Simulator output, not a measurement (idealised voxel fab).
Presented below is a process module, voxel tone inversion.
It is cross-section cut that appears here, measuring 155 nm in width, its square cells being 5 nm in size.
The cross-sections in this document take the form of a grid made of square cells. They are written out as bands, in order from top to bottom. Each band consists of one or more rows of cells.
Within each band entry, the heights of the top and of the bottom of the band appear first, in that order and in nm; the materials of the band then follow from left to right, each with its corresponding width in nm. The designation "full width" on a single material indicates that it fills the band from edge to edge; the designation "air" indicates empty space.
It should be noted that heights are counted from 0, beneath which the wafer as supplied is of one material throughout, and that the lowest band possesses no lower boundary but continues downward, as written in "0 down".
Width spec "30..40" -> top row of cells at first value, bottom row at second value, equal per-row change in between.
"nothing altered" after a step means that no cell of the cross-section changed.
Closed empty spaces (no open way to the top) of 8 cells or more are what "Closed cavities" lists, each as width x height at distance from the left edge, nm for all three.
Read whatever lies past the settings on a step's line as the simulator's own remark about the step.
overlay nm: for a step with a mask, the amount by which the mask lay right of where it was planned; a negative amount means left of it.

Intended process steps:
| 1 | RECEIVE with material Si |
| 2 | CONFORMAL_DEP with material SiN, thk nm 5 |
| 3 | DIRECTIONAL_DEP with material polySi, thk nm 15 |
| 4 | PATTERN with tone cover, mask id POSTS, material resist, width nm 25, pitch nm 55, thk nm 20, overlay nm 0 |
| 5 | DIRECTIONAL_ETCH with etch materials polySi, depth nm 15 |
| 6 | STRIP with etch materials resist |
| 7 | FILL_DEP with material lowk, thk nm 5 |
| 8 | CMP with height nm 20 |
| 9 | STRIP with etch materials polySi |
| 10 | CONFORMAL_DEP with material TiN, thk nm 5 |
| 11 | FILL_DEP with material Ru, thk nm 10 |
| 12 | CMP with height nm 20 |
| 13 | CONFORMAL_DEP with material SiN, thk nm 5 |

As received (post step 1): cross-section:
- 0 down: Si full width
- Closed cavities: none

Here's the cross-section of the first of our two wafers at the end of the module - it ran as planned:
- 25 to 20: SiN full width
- 20 to 10: 35 lowk | 5 TiN | 15 Ru | 5 TiN | 30 lowk | 5 TiN | 15 Ru | 5 TiN | 40 lowk
- 10 to 5: 35 lowk | 25 TiN | 30 lowk | 25 TiN | 40 lowk
- 5 to 0: SiN full width
- 0 down: Si full width
- Closed cavities: none

End-of-module cross-section of the second wafer: identical starting point and process plan to the first, with one processing mistake:
- 25 to 20: SiN full width
- 20 to 10: 40 lowk | 5 TiN | 10 Ru | 5 TiN | 35 lowk | 5 TiN | 10 Ru | 5 TiN | 40 lowk
- 10 to 5: 40 lowk | 20 TiN | 35 lowk | 20 TiN | 40 lowk
- 5 to 0: SiN full width
- 0 down: Si full width
- Closed cavities: none
It is concluded that the wafer was processed incorrectly with respect to the plan, in that step 4 ran differently from the plan; actual operation with settings: PATTERN with tone cover, mask id POSTS, material resist, width nm 20, pitch nm 55, thk nm 20, overlay nm 0
Once processing is complete, comparing cell counts shows that the second wafer has more or fewer of certain materials than the first: 4 fewer of Ru, 2 fewer of TiN, 6 more of lowk
